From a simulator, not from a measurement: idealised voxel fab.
Title: Process Module voxel tone inversion
Square cells of 5 nm make up the cross-section cut, whose width is 275 nm.
For the purposes of this document, a cross-section shall be understood as a grid of square cells, specified as bands listed in top-to-bottom order, each band consisting of one or more rows of cells.
Top height, bottom height, nm. Materials left to right, width each, nm. Single material + "edge to edge" = fills band edge to edge. "blank" = empty.
All heights in this document are referenced to 0, defined as the level beneath which the wafer, as received, consists entirely of one material. The lowest band is not bounded below; it extends indefinitely downward and is written in the form "0 nm and below".
Note: "30->40" means the width goes from the first number (top row of the band) to the second number (bottom row) in equal steps per row of cells.
Given "same as before" for a step, no cell of the cross-section differs between before and after that step.
You'll see "Voids lacking openings" listing empty spaces that have no way open to the top, as long as they're 8 cells or more; the notation is width x height at distance, where the distance is from the left edge, and all of it is in nm.
Note: text after step settings on the step line = simulator remark on that step.
For masked steps, "overlay nm" on the step line gives how far right of plan the mask actually lay; a minus sign means it lay to the left.

THE PROCESS STEPS THAT WERE PLANNED ARE LISTED BELOW
step 1: RECEIVE (material Si)
step 2: CONFORMAL_DEP (material SiN; thk nm 10)
step 3: DIRECTIONAL_DEP (material aC; thk nm 15)
step 4: PATTERN (tone cover; mask id POSTS; material resist; width nm 25; pitch nm 45; thk nm 20; overlay nm 0)
step 5: DIRECTIONAL_ETCH (etch materials aC; depth nm 15)
step 6: STRIP (etch materials resist)
step 7: FILL_DEP (material SiO2; thk nm 5)
step 8: CMP (height nm 25)
step 9: STRIP (etch materials aC)
step 10: CONFORMAL_DEP (material TiN; thk nm 5)
step 11: FILL_DEP (material Cu; thk nm 5)
step 12: CMP (height nm 25)
step 13: CONFORMAL_DEP (material SiN; thk nm 5)

CROSS-SECTION, INCOMING MATERIAL, AFTER STEP 1
* 0 nm and below | Si edge to edge
* Voids lacking openings: none

HERE'S THE CROSS-SECTION OF THE FIRST OF OUR TWO WAFERS AT THE END OF THE MODULE - IT RAN AS PLANNED
* 30 nm to 25 nm | SiN edge to edge
* 25 nm to 15 nm | 55 of SiO2; 5 of TiN; 15 of Cu; 5 of TiN; 20 of SiO2; 5 of TiN; 15 of Cu; 5 of TiN; 20 of SiO2; 5 of TiN; 15 of Cu; 5 of TiN; 20 of SiO2; 5 of TiN; 15 of Cu; 5 of TiN; 60 of SiO2
* 15 nm to 10 nm | 55 of SiO2; 25 of TiN; 20 of SiO2; 25 of TiN; 20 of SiO2; 25 of TiN; 20 of SiO2; 25 of TiN; 60 of SiO2
* 10 nm to 0 nm | SiN edge to edge
* 0 nm and below | Si edge to edge
* Voids lacking openings: none

WAFER TWO, SECTIONED AFTER THE MODULE: THE FIRST WAFER'S START, THE FIRST WAFER'S PLAN, AND ONE MISTAKE IN HOW IT WAS RUN
* 30 nm to 15 nm | SiN edge to edge
* 15 nm to 0 nm | aC edge to edge
* 0 nm and below | Si edge to edge
* Voids lacking openings: none
Misprocessing identified: the intended sequence of steps 2 and 3 was reversed during processing, with each occupying the position of the other
Final tally in cells, some materials are higher or lower on the second wafer than on the first: Cu: 24 fewer | SiO2: 105 fewer | TiN: 36 fewer | aC: 165 more
